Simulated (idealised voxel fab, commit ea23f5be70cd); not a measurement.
process module | voxel ribs on slabs
cross-section cut | 150 nm wide | cells 5 nm
A cross-section is a grid of square cells, given in bands from the top down. A band is one or more rows of cells.
Each band's line starts with the height of the band's top and of its bottom, in nm. Then come its materials from left to right, each with its width in nm. One material with "throughout" fills the band from edge to edge. "air" is empty space.
Height 0 is the level under which the wafer as received is all one material. The lowest band goes on downwards, as in "0 down".
A width such as "30 to 40" changes by the same amount from each row of cells to the next, from the band's top row to its bottom row.
"no change" after a step means that no cell of the cross-section changed.
closed voids: empty space of 8 cells or more with no open way to the top, each as width x height at its distance from the left edge, in nm
after a step's settings: what the simulator itself notes on the step
overlay nm, on a step with a mask: how far to the right of its planned place the mask lay; to the left if negative
plan
1 op RECEIVE | material Si
2 op DIRECTIONAL_DEP | material SiO2 | thk nm 20
3 op DIRECTIONAL_DEP | material polySi | thk nm 15
4 op PATTERN | tone cover | mask id RIB | material resist | width nm 25 | thk nm 20 | overlay nm 0
5 op DIRECTIONAL_ETCH | etch materials polySi | depth nm 10
6 op STRIP | etch materials resist
7 op PATTERN | tone cover | mask id SLAB | material resist | width nm 85 | thk nm 20 | overlay nm 0
8 op DIRECTIONAL_ETCH | etch materials polySi | depth nm 5
9 op STRIP | etch materials resist
10 op FILL_DEP | material SiO2 | thk nm 20
11 op CMP | height nm 45
12 op DIRECTIONAL_DEP | material W | thk nm 10
13 op MASKED_ETCH | tone cover | mask id HEATER | width nm 35 | etch materials W | depth nm 10 | overlay nm 0
14 op CONFORMAL_DEP | material SiN | thk nm 10
as received, after step 1
  0 down: Si throughout
  closed voids: none
a wafer at the end: this start, this plan, one mistake
  65 to 55: air 45 | SiN 60 | air 45
  55 to 45: SiN 55 | W 40 | SiN 55
  45 to 35: SiO2 throughout
  35 to 25: SiO2 60 | polySi 25 | SiO2 65
  25 to 20: SiO2 30 | polySi 85 | SiO2 35
  20 to 0: SiO2 throughout
  0 down: Si throughout
  closed voids: none
what went wrong: step 13 ran as: op MASKED_ETCH | tone cover | mask id HEATER | width nm 40 | etch materials W | depth nm 10 | overlay nm 0
